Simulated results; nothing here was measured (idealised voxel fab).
The name of this process module is voxel transistor to metal.
Section shown: cut. Width: 185 nm. Cell size: 5 nm, square.
When this document writes out a cross-section, it uses a grid of square cells and lists it as bands, beginning at the top and moving down, with a band standing for one or more rows of cells.
The band entry comprises the height of the band's top followed by the height of its bottom, expressed in nm, and subsequently the band's materials from left to right, each stated together with its width in nm. Where a single material is marked with the word "all across", that material fills the band from edge to edge. The word "blank" represents empty space.
Height is counted from the level 0, under which the received wafer is composed throughout of one material. The lowest of the bands is not closed at the bottom but continues downward, in the notation "z 0 and below".
A two-number width, for instance "30->40", indicates that the width is equal to the first number in the top row of the band and to the second number in the bottom row, and that it changes by a constant amount per row of cells.
A step reported as "left unchanged" is a step in which no cell of the cross-section changed.
Heads up: "Fully closed voids" only lists the empty pockets with no open path to the top that are 8 cells or more, and it writes them as width x height at distance, distance from the left edge, in nm.
On a step's line, text after the settings is the simulator commenting on that step.
The line of a step may include "overlay nm". On a step with a mask, this value is how far to the right of its planned place the mask lay. A negative value means the mask lay to the left.
## The steps planned for the process are as follows
step 1: RECEIVE,material Si
step 2: CONFORMAL_DEP,material SiO2,thk nm 5
step 3: CONFORMAL_DEP,material SiN,thk nm 10
step 4: DIRECTIONAL_DEP,material aC,thk nm 10
step 5: PATTERN,tone cover,mask id ACTIVE,material resist,width nm 95,thk nm 30,overlay nm 0
step 6: DIRECTIONAL_ETCH,etch materials aC,depth nm 10
step 7: STRIP,etch materials resist
step 8: DIRECTIONAL_ETCH,etch materials SiN,depth nm 10
step 9: DIRECTIONAL_ETCH,etch materials SiO2,depth nm 5
step 10: DIRECTIONAL_ETCH,etch materials Si,depth nm 25
step 11: STRIP,etch materials aC
step 12: FILL_DEP,material SiO2,thk nm 15
step 13: CMP,height nm 15
step 14: SELECTIVE_ETCH,etch materials SiO2,depth nm 5
step 15: STRIP,etch materials SiN
step 16: SELECTIVE_ETCH,etch materials SiO2,depth nm 5
step 17: OXIDIZE,depth nm 5
step 18: DIRECTIONAL_DEP,material polySi,thk nm 25
step 19: DIRECTIONAL_DEP,material SiCN,thk nm 15
step 20: MASKED_ETCH,tone cover,mask id GATE,width nm 25,etch materials SiCN,depth nm 25,overlay nm 0
step 21: MASKED_ETCH,tone cover,mask id GATE,width nm 25,etch materials polySi,depth nm 35,overlay nm 0
step 22: CONFORMAL_DEP,material SiN,thk nm 5
step 23: DIRECTIONAL_ETCH,etch materials SiN,depth nm 5
step 24: DIRECTIONAL_ETCH,etch materials SiO2,depth nm 5
step 25: EPI,material SiGe,thk nm 5
step 26: FILL_DEP,material SiO2,thk nm 10
step 27: CMP,height nm 25
step 28: STRIP,etch materials polySi
step 29: SELECTIVE_ETCH,etch materials SiO2,depth nm 5
step 30: CONFORMAL_DEP,material HfO2,thk nm 5
step 31: CONFORMAL_DEP,material TiN,thk nm 5
step 32: FILL_DEP,material W,thk nm 10
step 33: CMP,height nm 20
step 34: DIRECTIONAL_DEP,material SiO2,thk nm 15
step 35: MASKED_ETCH,tone open,mask id CONTACT,width nm 15,pitch nm 70,etch materials SiO2,depth nm 35,overlay nm 0
step 36: CONFORMAL_DEP,material TiN,thk nm 5
step 37: FILL_DEP,material Ru,thk nm 5
step 38: CMP,height nm 35
step 39: DIRECTIONAL_DEP,material TiN,thk nm 5
step 40: DIRECTIONAL_DEP,material Ru,thk nm 15
step 41: MASKED_ETCH,tone cover,mask id METAL_1,width nm 15,pitch nm 70,etch materials Ru,depth nm 15,overlay nm 0
step 42: MASKED_ETCH,tone cover,mask id METAL_1,width nm 15,pitch nm 70,etch materials TiN,depth nm 5,overlay nm 0
step 43: CONFORMAL_DEP,material SiCN,thk nm 5
step 44: FILL_DEP,material lowk,thk nm 5
step 45: CMP,height nm 55
step 46: CONFORMAL_DEP,material SiCN,thk nm 5
step 47: DIRECTIONAL_DEP,material lowk,thk nm 25
step 48: DIRECTIONAL_DEP,material aC,thk nm 10
step 49: PATTERN,tone open,mask id METAL_2,material resist,width nm 15,pitch nm 70,thk nm 30,overlay nm 0
step 50: DIRECTIONAL_ETCH,etch materials aC,depth nm 10
step 51: STRIP,etch materials resist
step 52: DIRECTIONAL_ETCH,etch materials lowk,depth nm 15
step 53: STRIP,etch materials aC
step 54: MASKED_ETCH,tone open,mask id METAL_2_HOLES,width nm 15,pitch nm 70,etch materials lowk,depth nm 10,overlay nm 0
step 55: MASKED_ETCH,tone open,mask id METAL_2_HOLES,width nm 15,pitch nm 70,etch materials SiCN,depth nm 5,overlay nm 0
step 56: CONFORMAL_DEP,material TiN,thk nm 5
step 57: FILL_DEP,material Cu,thk nm 5
step 58: CMP,height nm 85
step 59: CONFORMAL_DEP,material SiCN,thk nm 5
## So, the first of our two wafers, run just as we planned it
## Wafer as received: cross-section following step 1
    z 0 and below | Si all across
    Fully closed voids: none
## Cross-section of the wafer after step 2
    z 5 to 0 | SiO2 all across
    No changes below 0.
## Cross-section of the wafer after step 3
    z 15 to 5 | SiN all across
    No changes below 5.
## Cross-section of the wafer after step 4
    z 25 to 15 | aC all across
    No changes below 15.
## Cross-section of the wafer after step 5
    z 55 to 25 | 45 nm blank | 95 nm resist | 45 nm blank
    No changes below 25.
## Cross-section of the wafer after step 6
    z 45 to 25 | 45 nm blank | 95 nm resist | 45 nm blank
    z 25 to 15 | 45 nm blank | 95 nm aC | 45 nm blank
    No changes below 15.
## Cross-section of the wafer after step 7
    z 25 to 15 | 45 nm blank | 95 nm aC | 45 nm blank
    No changes below 15.
## Cross-section of the wafer after step 8
    z 25 to 15 | 45 nm blank | 95 nm aC | 45 nm blank
    z 15 to 5 | 45 nm blank | 95 nm SiN | 45 nm blank
    No changes below 5.
## Cross-section of the wafer after step 9
    z 25 to 15 | 45 nm blank | 95 nm aC | 45 nm blank
    z 15 to 5 | 45 nm blank | 95 nm SiN | 45 nm blank
    z 5 to 0 | 45 nm blank | 95 nm SiO2 | 45 nm blank
    No changes below 0.
## Cross-section of the wafer after step 10
    z 25 to 15 | 45 nm blank | 95 nm aC | 45 nm blank
    z 15 to 5 | 45 nm blank | 95 nm SiN | 45 nm blank
    z 5 to 0 | 45 nm blank | 95 nm SiO2 | 45 nm blank
    z 0 to -25 | 45 nm blank | 95 nm Si | 45 nm blank
    No changes below -25.
## Cross-section of the wafer after step 11
    z 15 to 5 | 45 nm blank | 95 nm SiN | 45 nm blank
    No changes below 5.
## Cross-section of the wafer after step 12
    z 30 to 15 | SiO2 all across
    z 15 to 5 | 45 nm SiO2 | 95 nm SiN | 45 nm SiO2
    z 5 to 0 | SiO2 all across
    z 0 to -25 | 45 nm SiO2 | 95 nm Si | 45 nm SiO2
    No changes below -25.
## Cross-section of the wafer after step 13
    z 15 to 5 | 45 nm SiO2 | 95 nm SiN | 45 nm SiO2
    No changes below 5.
## Cross-section of the wafer after step 14
    z 15 to 10 | 45 nm blank | 95 nm SiN | 45 nm blank
    No changes below 10.
## Cross-section of the wafer after step 15
    z 10 to 5 | 45 nm SiO2 | 95 nm blank | 45 nm SiO2
    No changes below 5.
## Cross-section of the wafer after step 16
    z 5 to 0 | 40 nm SiO2 | 105 nm blank | 40 nm SiO2
    No changes below 0.
## Cross-section of the wafer after step 17
    z 5 to 0 | 40 nm SiO2 | 105 nm blank | 40 nm SiO2
    z 0 to -5 | SiO2 all across
    No changes below -5.
## Cross-section of the wafer after step 18
    z 30 to 25 | 40 nm polySi | 105 nm blank | 40 nm polySi
    z 25 to 5 | polySi all across
    z 5 to 0 | 40 nm SiO2 | 105 nm polySi | 40 nm SiO2
    No changes below 0.
## Cross-section of the wafer after step 19
    z 45 to 40 | 40 nm SiCN | 105 nm blank | 40 nm SiCN
    z 40 to 30 | SiCN all across
    z 30 to 25 | 40 nm polySi | 105 nm SiCN | 40 nm polySi
    No changes below 25.
## Cross-section of the wafer after step 20
    z 40 to 30 | 80 nm blank | 25 nm SiCN | 80 nm blank
    z 30 to 25 | 40 nm polySi | 40 nm blank | 25 nm SiCN | 40 nm blank | 40 nm polySi
    No changes below 25.
## Cross-section of the wafer after step 21
    z 40 to 25 | 80 nm blank | 25 nm SiCN | 80 nm blank
    z 25 to 5 | 80 nm blank | 25 nm polySi | 80 nm blank
    z 5 to 0 | 40 nm SiO2 | 40 nm blank | 25 nm polySi | 40 nm blank | 40 nm SiO2
    No changes below 0.
## Cross-section of the wafer after step 22
    z 45 to 40 | 75 nm blank | 35 nm SiN | 75 nm blank
    z 40 to 25 | 75 nm blank | 5 nm SiN | 25 nm SiCN | 5 nm SiN | 75 nm blank
    z 25 to 10 | 75 nm blank | 5 nm SiN | 25 nm polySi | 5 nm SiN | 75 nm blank
    z 10 to 5 | 45 nm SiN | 30 nm blank | 5 nm SiN | 25 nm polySi | 5 nm SiN | 30 nm blank | 45 nm SiN
    z 5 to 0 | 40 nm SiO2 | 40 nm SiN | 25 nm polySi | 40 nm SiN | 40 nm SiO2
    No changes below 0.
## Cross-section of the wafer after step 23
    z 40 to 25 | 75 nm blank | 5 nm SiN | 25 nm SiCN | 5 nm SiN | 75 nm blank
    z 25 to 5 | 75 nm blank | 5 nm SiN | 25 nm polySi | 5 nm SiN | 75 nm blank
    z 5 to 0 | 40 nm SiO2 | 5 nm SiN | 30 nm blank | 5 nm SiN | 25 nm polySi | 5 nm SiN | 30 nm blank | 5 nm SiN | 40 nm SiO2
    No changes below 0.
## Cross-section of the wafer after step 24
    z 40 to 25 | 75 nm blank | 5 nm SiN | 25 nm SiCN | 5 nm SiN | 75 nm blank
    z 25 to 5 | 75 nm blank | 5 nm SiN | 25 nm polySi | 5 nm SiN | 75 nm blank
    z 5 to 0 | 40 nm blank | 5 nm SiN | 30 nm blank | 5 nm SiN | 25 nm polySi | 5 nm SiN | 30 nm blank | 5 nm SiN | 40 nm blank
    z 0 to -5 | 45 nm SiO2 | 30 nm blank | 35 nm SiO2 | 30 nm blank | 45 nm SiO2
    No changes below -5.
## Cross-section of the wafer after step 25
    z 40 to 25 | 75 nm blank | 5 nm SiN | 25 nm SiCN | 5 nm SiN | 75 nm blank
    z 25 to 5 | 75 nm blank | 5 nm SiN | 25 nm polySi | 5 nm SiN | 75 nm blank
    z 5 to 0 | 40 nm blank | 5 nm SiN | 30 nm blank | 5 nm SiN | 25 nm polySi | 5 nm SiN | 30 nm blank | 5 nm SiN | 40 nm blank
    z 0 to -5 | 45 nm SiO2 | 30 nm SiGe | 35 nm SiO2 | 30 nm SiGe | 45 nm SiO2
    No changes below -5.
## Cross-section of the wafer after step 26
    z 50 to 40 | SiO2 all across
    z 40 to 25 | 75 nm SiO2 | 5 nm SiN | 25 nm SiCN | 5 nm SiN | 75 nm SiO2
    z 25 to 5 | 75 nm SiO2 | 5 nm SiN | 25 nm polySi | 5 nm SiN | 75 nm SiO2
    z 5 to 0 | 40 nm SiO2 | 5 nm SiN | 30 nm SiO2 | 5 nm SiN | 25 nm polySi | 5 nm SiN | 30 nm SiO2 | 5 nm SiN | 40 nm SiO2
    No changes below 0.
## Cross-section of the wafer after step 27
    z 25 to 5 | 75 nm SiO2 | 5 nm SiN | 25 nm polySi | 5 nm SiN | 75 nm SiO2
    No changes below 5.
## Cross-section of the wafer after step 28
    z 25 to 5 | 75 nm SiO2 | 5 nm SiN | 25 nm blank | 5 nm SiN | 75 nm SiO2
    z 5 to 0 | 40 nm SiO2 | 5 nm SiN | 30 nm SiO2 | 5 nm SiN | 25 nm blank | 5 nm SiN | 30 nm SiO2 | 5 nm SiN | 40 nm SiO2
    No changes below 0.
## Cross-section of the wafer after step 29
    z 25 to 20 | 75 nm blank | 5 nm SiN | 25 nm blank | 5 nm SiN | 75 nm blank
    z 20 to 5 | 75 nm SiO2 | 5 nm SiN | 25 nm blank | 5 nm SiN | 75 nm SiO2
    z 5 to 0 | 40 nm SiO2 | 5 nm SiN | 30 nm SiO2 | 5 nm SiN | 25 nm blank | 5 nm SiN | 30 nm SiO2 | 5 nm SiN | 40 nm SiO2
    z 0 to -5 | 45 nm SiO2 | 30 nm SiGe | 35 nm blank | 30 nm SiGe | 45 nm SiO2
    No changes below -5.
## Cross-section of the wafer after step 30
    z 30 to 25 | 70 nm blank | 15 nm HfO2 | 15 nm blank | 15 nm HfO2 | 70 nm blank
    z 25 to 20 | 75 nm HfO2 | 5 nm SiN | 5 nm HfO2 | 15 nm blank | 5 nm HfO2 | 5 nm SiN | 75 nm HfO2
    z 20 to 5 | 75 nm SiO2 | 5 nm SiN | 5 nm HfO2 | 15 nm blank | 5 nm HfO2 | 5 nm SiN | 75 nm SiO2
    z 5 to 0 | 40 nm SiO2 | 5 nm SiN | 30 nm SiO2 | 5 nm SiN | 5 nm HfO2 | 15 nm blank | 5 nm HfO2 | 5 nm SiN | 30 nm SiO2 | 5 nm SiN | 40 nm SiO2
    z 0 to -5 | 45 nm SiO2 | 30 nm SiGe | 35 nm HfO2 | 30 nm SiGe | 45 nm SiO2
    No changes below -5.
## Cross-section of the wafer after step 31
    z 35 to 30 | 65 nm blank | 25 nm TiN | 5 nm blank | 25 nm TiN | 65 nm blank
    z 30 to 25 | 70 nm TiN | 15 nm HfO2 | 5 nm TiN | 5 nm blank | 5 nm TiN | 15 nm HfO2 | 70 nm TiN
    z 25 to 20 | 75 nm HfO2 | 5 nm SiN | 5 nm HfO2 | 5 nm TiN | 5 nm blank | 5 nm TiN | 5 nm HfO2 | 5 nm SiN | 75 nm HfO2
    z 20 to 5 | 75 nm SiO2 | 5 nm SiN | 5 nm HfO2 | 5 nm TiN | 5 nm blank | 5 nm TiN | 5 nm HfO2 | 5 nm SiN | 75 nm SiO2
    z 5 to 0 | 40 nm SiO2 | 5 nm SiN | 30 nm SiO2 | 5 nm SiN | 5 nm HfO2 | 15 nm TiN | 5 nm HfO2 | 5 nm SiN | 30 nm SiO2 | 5 nm SiN | 40 nm SiO2
    No changes below 0.
## Cross-section of the wafer after step 32
    z 45 to 35 | W all across
    z 35 to 30 | 65 nm W | 25 nm TiN | 5 nm W | 25 nm TiN | 65 nm W
    z 30 to 25 | 70 nm TiN | 15 nm HfO2 | 5 nm TiN | 5 nm W | 5 nm TiN | 15 nm HfO2 | 70 nm TiN
    z 25 to 20 | 75 nm HfO2 | 5 nm SiN | 5 nm HfO2 | 5 nm TiN | 5 nm W | 5 nm TiN | 5 nm HfO2 | 5 nm SiN | 75 nm HfO2
    z 20 to 5 | 75 nm SiO2 | 5 nm SiN | 5 nm HfO2 | 5 nm TiN | 5 nm W | 5 nm TiN | 5 nm HfO2 | 5 nm SiN | 75 nm SiO2
    No changes below 5.
## Cross-section of the wafer after step 33
    z 20 to 5 | 75 nm SiO2 | 5 nm SiN | 5 nm HfO2 | 5 nm TiN | 5 nm W | 5 nm TiN | 5 nm HfO2 | 5 nm SiN | 75 nm SiO2
    No changes below 5.
## Cross-section of the wafer after step 34
    z 35 to 20 | SiO2 all across
    No changes below 20.
## Cross-section of the wafer after step 35
    z 35 to 20 | 50 nm SiO2 | 15 nm blank | 55 nm SiO2 | 15 nm blank | 50 nm SiO2
    z 20 to 5 | 50 nm SiO2 | 15 nm blank | 10 nm SiO2 | 5 nm SiN | 5 nm HfO2 | 5 nm TiN | 5 nm W | 5 nm TiN | 5 nm HfO2 | 5 nm SiN | 10 nm SiO2 | 15 nm blank | 50 nm SiO2
    z 5 to 0 | 40 nm SiO2 | 5 nm SiN | 5 nm SiO2 | 15 nm blank | 10 nm SiO2 | 5 nm SiN | 5 nm HfO2 | 15 nm TiN | 5 nm HfO2 | 5 nm SiN | 10 nm SiO2 | 15 nm blank | 5 nm SiO2 | 5 nm SiN | 40 nm SiO2
    No changes below 0.
## Cross-section of the wafer after step 36
    z 40 to 35 | 55 nm TiN | 5 nm blank | 65 nm TiN | 5 nm blank | 55 nm TiN
    z 35 to 20 | 50 nm SiO2 | 5 nm TiN | 5 nm blank | 5 nm TiN | 55 nm SiO2 | 5 nm TiN | 5 nm blank | 5 nm TiN | 50 nm SiO2
    z 20 to 5 | 50 nm SiO2 | 5 nm TiN | 5 nm blank | 5 nm TiN | 10 nm SiO2 | 5 nm SiN | 5 nm HfO2 | 5 nm TiN | 5 nm W | 5 nm TiN | 5 nm HfO2 | 5 nm SiN | 10 nm SiO2 | 5 nm TiN | 5 nm blank | 5 nm TiN | 50 nm SiO2
    z 5 to 0 | 40 nm SiO2 | 5 nm SiN | 5 nm SiO2 | 15 nm TiN | 10 nm SiO2 | 5 nm SiN | 5 nm HfO2 | 15 nm TiN | 5 nm HfO2 | 5 nm SiN | 10 nm SiO2 | 15 nm TiN | 5 nm SiO2 | 5 nm SiN | 40 nm SiO2
    No changes below 0.
## Cross-section of the wafer after step 37
    z 45 to 40 | Ru all across
    z 40 to 35 | 55 nm TiN | 5 nm Ru | 65 nm TiN | 5 nm Ru | 55 nm TiN
    z 35 to 20 | 50 nm SiO2 | 5 nm TiN | 5 nm Ru | 5 nm TiN | 55 nm SiO2 | 5 nm TiN | 5 nm Ru | 5 nm TiN | 50 nm SiO2
    z 20 to 5 | 50 nm SiO2 | 5 nm TiN | 5 nm Ru | 5 nm TiN | 10 nm SiO2 | 5 nm SiN | 5 nm HfO2 | 5 nm TiN | 5 nm W | 5 nm TiN | 5 nm HfO2 | 5 nm SiN | 10 nm SiO2 | 5 nm TiN | 5 nm Ru | 5 nm TiN | 50 nm SiO2
    No changes below 5.
## Cross-section of the wafer after step 38
    z 35 to 20 | 50 nm SiO2 | 5 nm TiN | 5 nm Ru | 5 nm TiN | 55 nm SiO2 | 5 nm TiN | 5 nm Ru | 5 nm TiN | 50 nm SiO2
    No changes below 20.
## Cross-section of the wafer after step 39
    z 40 to 35 | TiN all across
    No changes below 35.
## Cross-section of the wafer after step 40
    z 55 to 40 | Ru all across
    No changes below 40.
## Cross-section of the wafer after step 41
    z 55 to 40 | 50 nm blank | 15 nm Ru | 55 nm blank | 15 nm Ru | 50 nm blank
    No changes below 40.
## Cross-section of the wafer after step 42
    z 55 to 40 | 50 nm blank | 15 nm Ru | 55 nm blank | 15 nm Ru | 50 nm blank
    z 40 to 35 | 50 nm blank | 15 nm TiN | 55 nm blank | 15 nm TiN | 50 nm blank
    No changes below 35.
## Cross-section of the wafer after step 43
    z 60 to 55 | 45 nm blank | 25 nm SiCN | 45 nm blank | 25 nm SiCN | 45 nm blank
    z 55 to 40 | 45 nm blank | 5 nm SiCN | 15 nm Ru | 5 nm SiCN | 45 nm blank | 5 nm SiCN | 15 nm Ru | 5 nm SiCN | 45 nm blank
    z 40 to 35 | 50 nm SiCN | 15 nm TiN | 55 nm SiCN | 15 nm TiN | 50 nm SiCN
    No changes below 35.
## Cross-section of the wafer after step 44
    z 65 to 60 | lowk all across
    z 60 to 55 | 45 nm lowk | 25 nm SiCN | 45 nm lowk | 25 nm SiCN | 45 nm lowk
    z 55 to 40 | 45 nm lowk | 5 nm SiCN | 15 nm Ru | 5 nm SiCN | 45 nm lowk | 5 nm SiCN | 15 nm Ru | 5 nm SiCN | 45 nm lowk
    No changes below 40.
## Cross-section of the wafer after step 45
    z 55 to 40 | 45 nm lowk | 5 nm SiCN | 15 nm Ru | 5 nm SiCN | 45 nm lowk | 5 nm SiCN | 15 nm Ru | 5 nm SiCN | 45 nm lowk
    No changes below 40.
## Cross-section of the wafer after step 46
    z 60 to 55 | SiCN all across
    No changes below 55.
## Cross-section of the wafer after step 47
    z 85 to 60 | lowk all across
    No changes below 60.
## Cross-section of the wafer after step 48
    z 95 to 85 | aC all across
    No changes below 85.
## Cross-section of the wafer after step 49
    z 125 to 95 | 50 nm resist | 15 nm blank | 55 nm resist | 15 nm blank | 50 nm resist
    No changes below 95.
## Cross-section of the wafer after step 50
    z 115 to 95 | 50 nm resist | 15 nm blank | 55 nm resist | 15 nm blank | 50 nm resist
    z 95 to 85 | 50 nm aC | 15 nm blank | 55 nm aC | 15 nm blank | 50 nm aC
    No changes below 85.
## Cross-section of the wafer after step 51
    z 95 to 85 | 50 nm aC | 15 nm blank | 55 nm aC | 15 nm blank | 50 nm aC
    No changes below 85.
## Cross-section of the wafer after step 52
    z 95 to 85 | 50 nm aC | 15 nm blank | 55 nm aC | 15 nm blank | 50 nm aC
    z 85 to 70 | 50 nm lowk | 15 nm blank | 55 nm lowk | 15 nm blank | 50 nm lowk
    No changes below 70.
## Cross-section of the wafer after step 53
    z 85 to 70 | 50 nm lowk | 15 nm blank | 55 nm lowk | 15 nm blank | 50 nm lowk
    No changes below 70.
## Cross-section of the wafer after step 54
    z 85 to 60 | 50 nm lowk | 15 nm blank | 55 nm lowk | 15 nm blank | 50 nm lowk
    No changes below 60.
## Cross-section of the wafer after step 55
    z 85 to 60 | 50 nm lowk | 15 nm blank | 55 nm lowk | 15 nm blank | 50 nm lowk
    z 60 to 55 | 50 nm SiCN | 15 nm blank | 55 nm SiCN | 15 nm blank | 50 nm SiCN
    No changes below 55.
## Cross-section of the wafer after step 56
    z 90 to 85 | 55 nm TiN | 5 nm blank | 65 nm TiN | 5 nm blank | 55 nm TiN
    z 85 to 60 | 50 nm lowk | 5 nm TiN | 5 nm blank | 5 nm TiN | 55 nm lowk | 5 nm TiN | 5 nm blank | 5 nm TiN | 50 nm lowk
    z 60 to 55 | 50 nm SiCN | 15 nm TiN | 55 nm SiCN | 15 nm TiN | 50 nm SiCN
    No changes below 55.
## Cross-section of the wafer after step 57
    z 95 to 90 | Cu all across
    z 90 to 85 | 55 nm TiN | 5 nm Cu | 65 nm TiN | 5 nm Cu | 55 nm TiN
    z 85 to 60 | 50 nm lowk | 5 nm TiN | 5 nm Cu | 5 nm TiN | 55 nm lowk | 5 nm TiN | 5 nm Cu | 5 nm TiN | 50 nm lowk
    No changes below 60.
## Cross-section of the wafer after step 58
    z 85 to 60 | 50 nm lowk | 5 nm TiN | 5 nm Cu | 5 nm TiN | 55 nm lowk | 5 nm TiN | 5 nm Cu | 5 nm TiN | 50 nm lowk
    No changes below 60.
## Cross-section of the wafer after step 59
    z 90 to 85 | SiCN all across
    No changes below 85.
## Wafer two of two - same starting point, same process plan, one mistake in execution; matches wafer one up to and including step 53
## The second wafer in cross-section, at the planned close of step 54
    z 85 to 75 | 50 nm lowk | 20 nm blank | 50 nm lowk | 20 nm blank | 45 nm lowk
    z 75 to 60 | 50 nm lowk | 15 nm blank | 55 nm lowk | 15 nm blank | 50 nm lowk
    No changes below 60.
## The second wafer in cross-section, at the planned close of step 55
    z 85 to 75 | 50 nm lowk | 20 nm blank | 50 nm lowk | 20 nm blank | 45 nm lowk
    z 75 to 60 | 50 nm lowk | 15 nm blank | 55 nm lowk | 15 nm blank | 50 nm lowk
    z 60 to 55 | 50 nm SiCN | 15 nm blank | 55 nm SiCN | 15 nm blank | 50 nm SiCN
    No changes below 55.
## The second wafer in cross-section, at the planned close of step 56
    z 90 to 85 | 55 nm TiN | 10 nm blank | 60 nm TiN | 10 nm blank | 50 nm TiN
    z 85 to 75 | 50 nm lowk | 5 nm TiN | 10->5 nm blank | 5->10 nm TiN | 50 nm lowk | 5 nm TiN | 10->5 nm blank | 5->10 nm TiN | 45 nm lowk
    z 75 to 60 | 50 nm lowk | 5 nm TiN | 5 nm blank | 5 nm TiN | 55 nm lowk | 5 nm TiN | 5 nm blank | 5 nm TiN | 50 nm lowk
    z 60 to 55 | 50 nm SiCN | 15 nm TiN | 55 nm SiCN | 15 nm TiN | 50 nm SiCN
    No changes below 55.
## The second wafer in cross-section, at the planned close of step 57
    z 95 to 90 | Cu all across
    z 90 to 85 | 55 nm TiN | 10 nm Cu | 60 nm TiN | 10 nm Cu | 50 nm TiN
    z 85 to 75 | 50 nm lowk | 5 nm TiN | 10->5 nm Cu | 5->10 nm TiN | 50 nm lowk | 5 nm TiN | 10->5 nm Cu | 5->10 nm TiN | 45 nm lowk
    z 75 to 60 | 50 nm lowk | 5 nm TiN | 5 nm Cu | 5 nm TiN | 55 nm lowk | 5 nm TiN | 5 nm Cu | 5 nm TiN | 50 nm lowk
    No changes below 60.
## The second wafer in cross-section, at the planned close of step 58
    z 85 to 75 | 50 nm lowk | 5 nm TiN | 10->5 nm Cu | 5->10 nm TiN | 50 nm lowk | 5 nm TiN | 10->5 nm Cu | 5->10 nm TiN | 45 nm lowk
    No changes below 75.
## The second wafer in cross-section, at the planned close of step 59
    z 90 to 85 | SiCN all across
    No changes below 85.
Run error: note that step 54 departed from the planned setting and was carried out as MASKED_ETCH,tone open,mask id METAL_2_HOLES,width nm 20,pitch nm 70,etch materials lowk,depth nm 10,overlay nm 0
Wafer comparison, final, in cells, second relative to first, materials more or fewer: Cu: 2 more; TiN: 2 more; lowk: 4 fewer
